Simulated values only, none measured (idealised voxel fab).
Process module under the name voxel ribs on slabs
It is cross-section cut that appears here, measuring 175 nm in width, its square cells being 5 nm in size.
Each cross-section below is a grid of square cells, stated as bands in top-down order, with one or more rows of cells making up each band. Band: top height; bottom height; in nm. Then, left to right: material with width in nm, for each material. "full width": a single material spanning edge to edge. "air": empty space. Note: height 0 marks the level under which the wafer is uniformly one material as received. Lowest band unbounded below, written "0 down". The two numbers in a width such as "30..40" mark its ends across the band: the first belongs to the top row of cells, the second to the bottom row, and from each row to the next the width moves by the same amount. Step note "no change occurred" = no cross-section cell changed. In the "closed voids" entry, you get each enclosed empty space of 8 cells or more, one with no open way to the top, written width x height at distance, distance from the left edge, in nm. That trailing text on a step's line, after the settings, is the simulator's own remark on the step. overlay nm: for a step with a mask, the amount by which the mask lay right of where it was planned; a negative amount means left of it.

THIS SECTION LISTS THE PROCESS STEPS THAT WERE PLANNED
- 1: RECEIVE: material Si
- 2: DIRECTIONAL_DEP: material SiO2, thk nm 20
- 3: DIRECTIONAL_DEP: material polySi, thk nm 15
- 4: PATTERN: tone cover, mask id RIB, material resist, width nm 30, thk nm 20, overlay nm 0
- 5: DIRECTIONAL_ETCH: etch materials polySi, depth nm 5
- 6: STRIP: etch materials resist
- 7: PATTERN: tone cover, mask id SLAB, material resist, width nm 90, thk nm 20, overlay nm 0
- 8: DIRECTIONAL_ETCH: etch materials polySi, depth nm 10
- 9: STRIP: etch materials resist
- 10: FILL_DEP: material SiO2, thk nm 30
- 11: CMP: height nm 55
- 12: DIRECTIONAL_DEP: material TiN, thk nm 10
- 13: PATTERN: tone cover, mask id HEATER, material resist, width nm 40, thk nm 20, overlay nm 0
- 14: DIRECTIONAL_ETCH: etch materials TiN, depth nm 10
- 15: STRIP: etch materials resist
- 16: CONFORMAL_DEP: material SiO2, thk nm 10

WHAT FOLLOWS COVERS THE FIRST OF TWO WAFERS; IT RAN AS PLANNED

AS RECEIVED, AFTER STEP 1
  0 down | Si full width
  closed voids: none

THE WAFER IN CROSS-SECTION ONCE STEP 2 IS COMPLETE
  20 to 0 | SiO2 full width
  Under the height 0 nothing was changed.

THE WAFER IN CROSS-SECTION ONCE STEP 3 IS COMPLETE
  35 to 20 | polySi full width
  Under the height 20 nothing was changed.

THE WAFER IN CROSS-SECTION ONCE STEP 4 IS COMPLETE
  55 to 35 | air 70  resist 30  air 75
  Under the height 35 nothing was changed.

THE WAFER IN CROSS-SECTION ONCE STEP 5 IS COMPLETE
  55 to 35 | air 70  resist 30  air 75
  35 to 30 | air 70  polySi 30  air 75
  Under the height 30 nothing was changed.

THE WAFER IN CROSS-SECTION ONCE STEP 6 IS COMPLETE
  35 to 30 | air 70  polySi 30  air 75
  Under the height 30 nothing was changed.

THE WAFER IN CROSS-SECTION ONCE STEP 7 IS COMPLETE
  55 to 35 | air 40  resist 90  air 45
  35 to 30 | air 40  resist 30  polySi 30  resist 30  air 45
  Under the height 30 nothing was changed.

THE WAFER IN CROSS-SECTION ONCE STEP 8 IS COMPLETE
  55 to 35 | air 40  resist 90  air 45
  35 to 30 | air 40  resist 30  polySi 30  resist 30  air 45
  30 to 20 | air 40  polySi 90  air 45
  Under the height 20 nothing was changed.

THE WAFER IN CROSS-SECTION ONCE STEP 9 IS COMPLETE
  35 to 30 | air 70  polySi 30  air 75
  Under the height 30 nothing was changed.

THE WAFER IN CROSS-SECTION ONCE STEP 10 IS COMPLETE
  65 to 35 | SiO2 full width
  35 to 30 | SiO2 70  polySi 30  SiO2 75
  30 to 20 | SiO2 40  polySi 90  SiO2 45
  Under the height 20 nothing was changed.

THE WAFER IN CROSS-SECTION ONCE STEP 11 IS COMPLETE
  55 to 35 | SiO2 full width
  Under the height 35 nothing was changed.

THE WAFER IN CROSS-SECTION ONCE STEP 12 IS COMPLETE
  65 to 55 | TiN full width
  Under the height 55 nothing was changed.

THE WAFER IN CROSS-SECTION ONCE STEP 13 IS COMPLETE
  85 to 65 | air 65  resist 40  air 70
  Under the height 65 nothing was changed.

THE WAFER IN CROSS-SECTION ONCE STEP 14 IS COMPLETE
  85 to 65 | air 65  resist 40  air 70
  65 to 55 | air 65  TiN 40  air 70
  Under the height 55 nothing was changed.

THE WAFER IN CROSS-SECTION ONCE STEP 15 IS COMPLETE
  65 to 55 | air 65  TiN 40  air 70
  Under the height 55 nothing was changed.

THE WAFER IN CROSS-SECTION ONCE STEP 16 IS COMPLETE
  75 to 65 | air 55  SiO2 60  air 60
  65 to 55 | SiO2 65  TiN 40  SiO2 70
  Under the height 55 nothing was changed.

HERE THE SECOND WAFER IS DESCRIBED. ITS START AND ITS PLAN WERE THOSE OF THE FIRST WAFER. ITS RUN CONTAINED ONE MISTAKE. UP TO AND INCLUDING STEP 15, IT DID EXACTLY WHAT THE FIRST WAFER DID

The second wafer cut through, at the time step 16 was supposed to be finished: no change occurred
What broke from the plan during processing? execution of step 16 of the plan did not take place, the step having been omitted
Final comparison by cell count, materials where the second wafer has more or fewer than the first: SiO2 -78
